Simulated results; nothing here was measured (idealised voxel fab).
The process module presented herein is designated voxel self aligned vias.
Shown is cross-section cut, with a width of 235 nm and square cells of size 5 nm.
We lay out every cross-section as a grid of square cells and spell it out in bands from the top down, where one band means one or more rows of cells. Within each band entry, the heights of the top and of the bottom of the band appear first, in that order and in nm; the materials of the band then follow from left to right, each with its corresponding width in nm. The designation "everywhere" on a single material indicates that it fills the band from edge to edge; the designation "air" indicates empty space. Convention: height 0 is the level below which the wafer, as received, is all one material. The lowest band does not terminate at the bottom but continues downward, represented as "0 nm and below". The expression "30->40" gives the width at the extremes of the band, the first number at its top row of cells and the second at its bottom row, with the width changing by equal amounts from each row to the next in between. You'll sometimes find "same as before" written for a step, and that's the way of saying that nowhere in the cross-section did a cell change during that step. Closed-off voids of 8+ cells (no open route to the top) go in "Closed void register", written width x height at distance from the left edge, in nm. Where a step's line continues beyond its settings, the continuation is a remark by the simulator itself on that step. overlay nm: where the mask lay relative to plan, measured to the right, on steps with a mask; negatives go left.

Planned step list for the process
1) RECEIVE | material Si
2) CONFORMAL_DEP | material SiO2 | thk nm 15
3) CONFORMAL_DEP | material SiCN | thk nm 5
4) DIRECTIONAL_DEP | material SiO2 | thk nm 30
5) DIRECTIONAL_DEP | material aC | thk nm 15
6) PATTERN | tone open | mask id LINES | material resist | width nm 25 | pitch nm 60 | thk nm 30 | overlay nm 0
7) DIRECTIONAL_ETCH | etch materials aC | depth nm 15
8) STRIP | etch materials resist
9) DIRECTIONAL_ETCH | etch materials SiO2 | depth nm 30
10) STRIP | etch materials aC
11) CONFORMAL_DEP | material TiN | thk nm 5
12) FILL_DEP | material W | thk nm 10
13) CMP | height nm 50
14) SELECTIVE_ETCH | etch materials W Ru TiN | depth nm 10
15) FILL_DEP | material SiN | thk nm 10
16) CMP | height nm 50
17) DIRECTIONAL_DEP | material SiO2 | thk nm 15
18) MASKED_ETCH | tone open | mask id VIAS | width nm 45 | etch materials SiO2 | depth nm 15 | overlay nm 0
19) MASKED_ETCH | tone open | mask id VIAS | width nm 45 | etch materials SiN | depth nm 10 | overlay nm 0
20) CONFORMAL_DEP | material TiN | thk nm 5
21) FILL_DEP | material Ru | thk nm 5
22) CMP | height nm 65
23) CONFORMAL_DEP | material SiN | thk nm 5

The first of two wafers, run as planned

Received-state cross-section, reflecting completion of step 1
  0 nm and below | Si everywhere
  Closed void register: none

The wafer, seen in cross-section, after step 2
  15 nm to 0 nm | SiO2 everywhere
  below 0: unchanged

The wafer, seen in cross-section, after step 3
  20 nm to 15 nm | SiCN everywhere
  below 15: unchanged

The wafer, seen in cross-section, after step 4
  50 nm to 20 nm | SiO2 everywhere
  below 20: unchanged

The wafer, seen in cross-section, after step 5
  65 nm to 50 nm | aC everywhere
  below 50: unchanged

The wafer, seen in cross-section, after step 6
  95 nm to 65 nm | 75 resist  25 air  35 resist  25 air  75 resist
  below 65: unchanged

The wafer, seen in cross-section, after step 7
  80 nm to 65 nm | 75 resist  25 air  35 resist  25 air  75 resist
  65 nm to 50 nm | 75 aC  25 air  35 aC  25 air  75 aC
  below 50: unchanged

The wafer, seen in cross-section, after step 8
  65 nm to 50 nm | 75 aC  25 air  35 aC  25 air  75 aC
  below 50: unchanged

The wafer, seen in cross-section, after step 9
  65 nm to 50 nm | 75 aC  25 air  35 aC  25 air  75 aC
  50 nm to 20 nm | 75 SiO2  25 air  35 SiO2  25 air  75 SiO2
  below 20: unchanged

The wafer, seen in cross-section, after step 10
  50 nm to 20 nm | 75 SiO2  25 air  35 SiO2  25 air  75 SiO2
  below 20: unchanged

The wafer, seen in cross-section, after step 11
  55 nm to 50 nm | 80 TiN  15 air  45 TiN  15 air  80 TiN
  50 nm to 25 nm | 75 SiO2  5 TiN  15 air  5 TiN  35 SiO2  5 TiN  15 air  5 TiN  75 SiO2
  25 nm to 20 nm | 75 SiO2  25 TiN  35 SiO2  25 TiN  75 SiO2
  below 20: unchanged

The wafer, seen in cross-section, after step 12
  65 nm to 55 nm | W everywhere
  55 nm to 50 nm | 80 TiN  15 W  45 TiN  15 W  80 TiN
  50 nm to 25 nm | 75 SiO2  5 TiN  15 W  5 TiN  35 SiO2  5 TiN  15 W  5 TiN  75 SiO2
  below 25: unchanged

The wafer, seen in cross-section, after step 13
  50 nm to 25 nm | 75 SiO2  5 TiN  15 W  5 TiN  35 SiO2  5 TiN  15 W  5 TiN  75 SiO2
  below 25: unchanged

The wafer, seen in cross-section, after step 14
  50 nm to 40 nm | 75 SiO2  25 air  35 SiO2  25 air  75 SiO2
  below 40: unchanged

The wafer, seen in cross-section, after step 15
  60 nm to 50 nm | SiN everywhere
  50 nm to 40 nm | 75 SiO2  25 SiN  35 SiO2  25 SiN  75 SiO2
  below 40: unchanged

The wafer, seen in cross-section, after step 16
  50 nm to 40 nm | 75 SiO2  25 SiN  35 SiO2  25 SiN  75 SiO2
  below 40: unchanged

The wafer, seen in cross-section, after step 17
  65 nm to 50 nm | SiO2 everywhere
  below 50: unchanged

The wafer, seen in cross-section, after step 18
  65 nm to 50 nm | 65 SiO2  45 air  125 SiO2
  below 50: unchanged

The wafer, seen in cross-section, after step 19
  65 nm to 50 nm | 65 SiO2  45 air  125 SiO2
  50 nm to 40 nm | 75 SiO2  25 air  35 SiO2  25 SiN  75 SiO2
  below 40: unchanged

The wafer, seen in cross-section, after step 20
  70 nm to 65 nm | 70 TiN  35 air  130 TiN
  65 nm to 55 nm | 65 SiO2  5 TiN  35 air  5 TiN  125 SiO2
  55 nm to 50 nm | 65 SiO2  15 TiN  15 air  15 TiN  125 SiO2
  50 nm to 45 nm | 75 SiO2  5 TiN  15 air  5 TiN  35 SiO2  25 SiN  75 SiO2
  45 nm to 40 nm | 75 SiO2  25 TiN  35 SiO2  25 SiN  75 SiO2
  below 40: unchanged

The wafer, seen in cross-section, after step 21
  75 nm to 70 nm | Ru everywhere
  70 nm to 65 nm | 70 TiN  35 Ru  130 TiN
  65 nm to 55 nm | 65 SiO2  5 TiN  35 Ru  5 TiN  125 SiO2
  55 nm to 50 nm | 65 SiO2  15 TiN  15 Ru  15 TiN  125 SiO2
  50 nm to 45 nm | 75 SiO2  5 TiN  15 Ru  5 TiN  35 SiO2  25 SiN  75 SiO2
  below 45: unchanged

The wafer, seen in cross-section, after step 22
  65 nm to 55 nm | 65 SiO2  5 TiN  35 Ru  5 TiN  125 SiO2
  below 55: unchanged

The wafer, seen in cross-section, after step 23
  70 nm to 65 nm | SiN everywhere
  below 65: unchanged

Now the other wafer: same start, same recipe, but we messed up one thing when running it. Up to and including step 1 it's the same as the first one

Second wafer, cut view, end of step 2 per plan
  5 nm to 0 nm | SiCN everywhere
  below 0: unchanged

Second wafer, cut view, end of step 3 per plan
  20 nm to 5 nm | SiO2 everywhere
  below 5: unchanged

Second wafer, cut view, end of step 4 per plan
  50 nm to 5 nm | SiO2 everywhere
  below 5: unchanged

Second wafer, cut view, end of step 5 per plan
  65 nm to 50 nm | aC everywhere
  below 50: unchanged

Second wafer, cut view, end of step 6 per plan
  95 nm to 65 nm | 75 resist  25 air  35 resist  25 air  75 resist
  below 65: unchanged

Second wafer, cut view, end of step 7 per plan
  80 nm to 65 nm | 75 resist  25 air  35 resist  25 air  75 resist
  65 nm to 50 nm | 75 aC  25 air  35 aC  25 air  75 aC
  below 50: unchanged

Second wafer, cut view, end of step 8 per plan
  65 nm to 50 nm | 75 aC  25 air  35 aC  25 air  75 aC
  below 50: unchanged

Second wafer, cut view, end of step 9 per plan
  65 nm to 50 nm | 75 aC  25 air  35 aC  25 air  75 aC
  50 nm to 20 nm | 75 SiO2  25 air  35 SiO2  25 air  75 SiO2
  below 20: unchanged

Second wafer, cut view, end of step 10 per plan
  50 nm to 20 nm | 75 SiO2  25 air  35 SiO2  25 air  75 SiO2
  below 20: unchanged

Second wafer, cut view, end of step 11 per plan
  55 nm to 50 nm | 80 TiN  15 air  45 TiN  15 air  80 TiN
  50 nm to 25 nm | 75 SiO2  5 TiN  15 air  5 TiN  35 SiO2  5 TiN  15 air  5 TiN  75 SiO2
  25 nm to 20 nm | 75 SiO2  25 TiN  35 SiO2  25 TiN  75 SiO2
  below 20: unchanged

Second wafer, cut view, end of step 12 per plan
  65 nm to 55 nm | W everywhere
  55 nm to 50 nm | 80 TiN  15 W  45 TiN  15 W  80 TiN
  50 nm to 25 nm | 75 SiO2  5 TiN  15 W  5 TiN  35 SiO2  5 TiN  15 W  5 TiN  75 SiO2
  below 25: unchanged

Second wafer, cut view, end of step 13 per plan
  50 nm to 25 nm | 75 SiO2  5 TiN  15 W  5 TiN  35 SiO2  5 TiN  15 W  5 TiN  75 SiO2
  below 25: unchanged

Second wafer, cut view, end of step 14 per plan
  50 nm to 40 nm | 75 SiO2  25 air  35 SiO2  25 air  75 SiO2
  below 40: unchanged

Second wafer, cut view, end of step 15 per plan
  60 nm to 50 nm | SiN everywhere
  50 nm to 40 nm | 75 SiO2  25 SiN  35 SiO2  25 SiN  75 SiO2
  below 40: unchanged

Second wafer, cut view, end of step 16 per plan
  50 nm to 40 nm | 75 SiO2  25 SiN  35 SiO2  25 SiN  75 SiO2
  below 40: unchanged

Second wafer, cut view, end of step 17 per plan
  65 nm to 50 nm | SiO2 everywhere
  below 50: unchanged

Second wafer, cut view, end of step 18 per plan
  65 nm to 50 nm | 65 SiO2  45 air  125 SiO2
  below 50: unchanged

Second wafer, cut view, end of step 19 per plan
  65 nm to 50 nm | 65 SiO2  45 air  125 SiO2
  50 nm to 40 nm | 75 SiO2  25 air  35 SiO2  25 SiN  75 SiO2
  below 40: unchanged

Second wafer, cut view, end of step 20 per plan
  70 nm to 65 nm | 70 TiN  35 air  130 TiN
  65 nm to 55 nm | 65 SiO2  5 TiN  35 air  5 TiN  125 SiO2
  55 nm to 50 nm | 65 SiO2  15 TiN  15 air  15 TiN  125 SiO2
  50 nm to 45 nm | 75 SiO2  5 TiN  15 air  5 TiN  35 SiO2  25 SiN  75 SiO2
  45 nm to 40 nm | 75 SiO2  25 TiN  35 SiO2  25 SiN  75 SiO2
  below 40: unchanged

Second wafer, cut view, end of step 21 per plan
  75 nm to 70 nm | Ru everywhere
  70 nm to 65 nm | 70 TiN  35 Ru  130 TiN
  65 nm to 55 nm | 65 SiO2  5 TiN  35 Ru  5 TiN  125 SiO2
  55 nm to 50 nm | 65 SiO2  15 TiN  15 Ru  15 TiN  125 SiO2
  50 nm to 45 nm | 75 SiO2  5 TiN  15 Ru  5 TiN  35 SiO2  25 SiN  75 SiO2
  below 45: unchanged

Second wafer, cut view, end of step 22 per plan
  65 nm to 55 nm | 65 SiO2  5 TiN  35 Ru  5 TiN  125 SiO2
  below 55: unchanged

Second wafer, cut view, end of step 23 per plan
  70 nm to 65 nm | SiN everywhere
  below 65: unchanged
In executing the process, a mistake was made relative to the plan: the run placed steps 2 and 3 each in the position the plan gave to the other
Final state: per-material cell counts identical on both wafers; locations differ.
